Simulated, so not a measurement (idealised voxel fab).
Process module under the name voxel quadruple lines
Cross-section cut: width 280 nm, square cells of 5 nm.
Heads up, the way a cross-section reads in here is a grid of square cells, handed over as bands from the top down, with every band being one or more rows of cells. Band: top height; bottom height; in nm. Then, left to right: material with width in nm, for each material. "full width": a single material spanning edge to edge. "blank": empty space. Beneath 0, the wafer as received is one material, and that level is where height counting begins. The lowest band goes on downward without a bottom; it is written like "z 0 and below". A two-number width, for instance "30->40", indicates that the width is equal to the first number in the top row of the band and to the second number in the bottom row, and that it changes by a constant amount per row of cells. Where a step carries "changes: none", the cross-section came out of it unchanged, cell for cell. Sealed void list: empty space of 8 cells or more with no open way to the top, each as width x height at its distance from the left edge, in nm. Anything after a step's settings on that line? It's the simulator's own note about the step. The optional step-line setting "overlay nm" applies to steps with a mask and quantifies how far to the right of its planned location the mask lay, a negative value indicating leftward placement.

plan:
- 1: RECEIVE,material Si
- 2: CONFORMAL_DEP,material SiO2,thk nm 5
- 3: DIRECTIONAL_DEP,material W,thk nm 10
- 4: DIRECTIONAL_DEP,material polySi,thk nm 15
- 5: DIRECTIONAL_DEP,material aC,thk nm 25
- 6: PATTERN,tone cover,mask id MANDREL,material resist,width nm 30,thk nm 35,overlay nm 0
- 7: DIRECTIONAL_ETCH,etch materials aC,depth nm 25
- 8: STRIP,etch materials resist
- 9: CONFORMAL_DEP,material SiO2,thk nm 10
- 10: DIRECTIONAL_ETCH,etch materials SiO2,depth nm 10
- 11: STRIP,etch materials aC
- 12: DIRECTIONAL_ETCH,etch materials polySi,depth nm 15
- 13: STRIP,etch materials SiO2
- 14: CONFORMAL_DEP,material SiN,thk nm 10
- 15: DIRECTIONAL_ETCH,etch materials SiN,depth nm 10
- 16: STRIP,etch materials polySi
- 17: DIRECTIONAL_ETCH,etch materials W,depth nm 10
- 18: STRIP,etch materials SiN

As-received state of the wafer in cross-section, equivalent to post-step 1:
	z 0 and below  Si full width
	Sealed void list: none

Same starting wafer, same plan as above, one mistake in the execution; this is the cross-section at the end of the module:
	z 15 to 5  blank=105  W=30  blank=10  W=30  blank=105
	z 5 to 0  SiO2 full width
	z 0 and below  Si full width
	Sealed void list: none
Here's what went sideways: swap of plan steps 16 and 17 during execution
